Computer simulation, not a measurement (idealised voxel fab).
process module | voxel self aligned vias
Shown is cross-section cut, with a width of 235 nm and square cells of size 5 nm.
Cross-section, as written here: a square-cell grid given band by band from the top down, where a band holds one or more rows of cells.
Within each band entry, the heights of the top and of the bottom of the band appear first, in that order and in nm; the materials of the band then follow from left to right, each with its corresponding width in nm. The designation "edge to edge" on a single material indicates that it fills the band from edge to edge; the designation "air" indicates empty space.
For the purposes of this specification, 0 denotes the height below which the wafer in its as-received condition is composed wholly of one material, and the lowermost band, lacking a lower limit, extends downward without end, as expressed in "from 0 down".
Think of "30 to 40" as a width that walks from the first number to the second as you go down the band, top row to bottom row, taking equal-sized steps from row to row.
No cell of the cross-section changed in a step that is given as "nothing changed".
Closed empty spaces (no open way to the top) of 8 cells or more are what "Sealed-off cavities" lists, each as width x height at distance from the left edge, nm for all three.
Note: text after step settings on the step line = simulator remark on that step.
For masked steps, "overlay nm" on the step line gives how far right of plan the mask actually lay; a minus sign means it lay to the left.

## Here's what the planned process steps look like
1 RECEIVE: material Si
2 CONFORMAL_DEP: material SiO2, thk nm 10
3 CONFORMAL_DEP: material SiCN, thk nm 5
4 DIRECTIONAL_DEP: material SiO2, thk nm 30
5 MASKED_ETCH: tone open, mask id LINES, width nm 15, pitch nm 70, etch materials SiO2, depth nm 30, overlay nm 0
6 CONFORMAL_DEP: material TiN, thk nm 5
7 FILL_DEP: material Ru, thk nm 5
8 CMP: height nm 45
9 SELECTIVE_ETCH: etch materials W Ru TiN, depth nm 10
10 FILL_DEP: material SiN, thk nm 10
11 CMP: height nm 45
12 DIRECTIONAL_DEP: material SiO2, thk nm 15
13 DIRECTIONAL_DEP: material aC, thk nm 10
14 PATTERN: tone open, mask id VIAS, material resist, width nm 45, pitch nm 70, thk nm 30, overlay nm 0
15 DIRECTIONAL_ETCH: etch materials aC, depth nm 10
16 STRIP: etch materials resist
17 DIRECTIONAL_ETCH: etch materials SiO2, depth nm 15
18 DIRECTIONAL_ETCH: etch materials SiN, depth nm 10
19 STRIP: etch materials aC
20 CONFORMAL_DEP: material TiN, thk nm 5
21 FILL_DEP: material W, thk nm 10
22 CMP: height nm 60
23 CONFORMAL_DEP: material SiN, thk nm 5
Same starting wafers, different width nm at step 5. Plan value belongs to the first wafer.

## Received wafers, first of several: cross-section after step 1
  from 0 down: Si edge to edge
  Sealed-off cavities: none

## Depicted here is the first of several wafers in cross-section, at module completion following the last step, step 23
  from 65 to 60: SiN edge to edge
  from 60 to 50: SiO2: 60 / TiN: 5 / W: 35 / TiN: 5 / SiO2: 25 / TiN: 5 / W: 35 / TiN: 5 / SiO2: 60
  from 50 to 40: SiO2: 60 to 75 / TiN: 20 to 5 / W: 5 / TiN: 20 to 5 / SiO2: 25 to 55 / TiN: 20 to 5 / W: 5 / TiN: 20 to 5 / SiO2: 60 to 75
  from 40 to 35: SiO2: 75 / TiN: 15 / SiO2: 55 / TiN: 15 / SiO2: 75
  from 35 to 20: SiO2: 75 / TiN: 5 / Ru: 5 / TiN: 5 / SiO2: 55 / TiN: 5 / Ru: 5 / TiN: 5 / SiO2: 75
  from 20 to 15: SiO2: 75 / TiN: 15 / SiO2: 55 / TiN: 15 / SiO2: 75
  from 15 to 10: SiCN edge to edge
  from 10 to 0: SiO2 edge to edge
  from 0 down: Si edge to edge
  Sealed-off cavities: none

## Cross-section at module completion, last wafer
  from 65 to 60: SiN edge to edge
  from 60 to 50: SiO2: 60 / TiN: 5 / W: 35 / TiN: 5 / SiO2: 25 / TiN: 5 / W: 35 / TiN: 5 / SiO2: 60
  from 50 to 40: SiO2: 60 to 65 / TiN: 10 to 5 / W: 30 / TiN: 5 / SiO2: 25 to 30 / TiN: 10 to 5 / W: 30 / TiN: 5 / SiO2: 60
  from 40 to 35: SiO2: 65 / TiN: 40 / SiO2: 30 / TiN: 40 / SiO2: 60
  from 35 to 20: SiO2: 65 / TiN: 5 / Ru: 30 / TiN: 5 / SiO2: 30 / TiN: 5 / Ru: 30 / TiN: 5 / SiO2: 60
  from 20 to 15: SiO2: 65 / TiN: 40 / SiO2: 30 / TiN: 40 / SiO2: 60
  from 15 to 10: SiCN edge to edge
  from 10 to 0: SiO2 edge to edge
  from 0 down: Si edge to edge
  Sealed-off cavities: none

## Below is a per-wafer table. In it, each row describes the wafer at the end of the module by giving, for each material, the number of cells gained (+) or lost (-) since the wafer was received, and after that the closed voids of the wafer
width nm 15; +6 Ru; +47 SiCN; +47 SiN; +427 SiO2; +52 TiN; +32 W; Sealed-off cavities: none
width nm 20; +12 Ru; +47 SiCN; +47 SiN; +415 SiO2; +54 TiN; +36 W; Sealed-off cavities: none
width nm 25; +18 Ru; +47 SiCN; +47 SiN; +403 SiO2; +56 TiN; +40 W; Sealed-off cavities: none
width nm 30; +24 Ru; +47 SiCN; +47 SiN; +391 SiO2; +58 TiN; +44 W; Sealed-off cavities: none
width nm 35; +30 Ru; +47 SiCN; +47 SiN; +379 SiO2; +60 TiN; +48 W; Sealed-off cavities: none
width nm 40; +36 Ru; +47 SiCN; +47 SiN; +367 SiO2; +62 TiN; +52 W; Sealed-off cavities: none
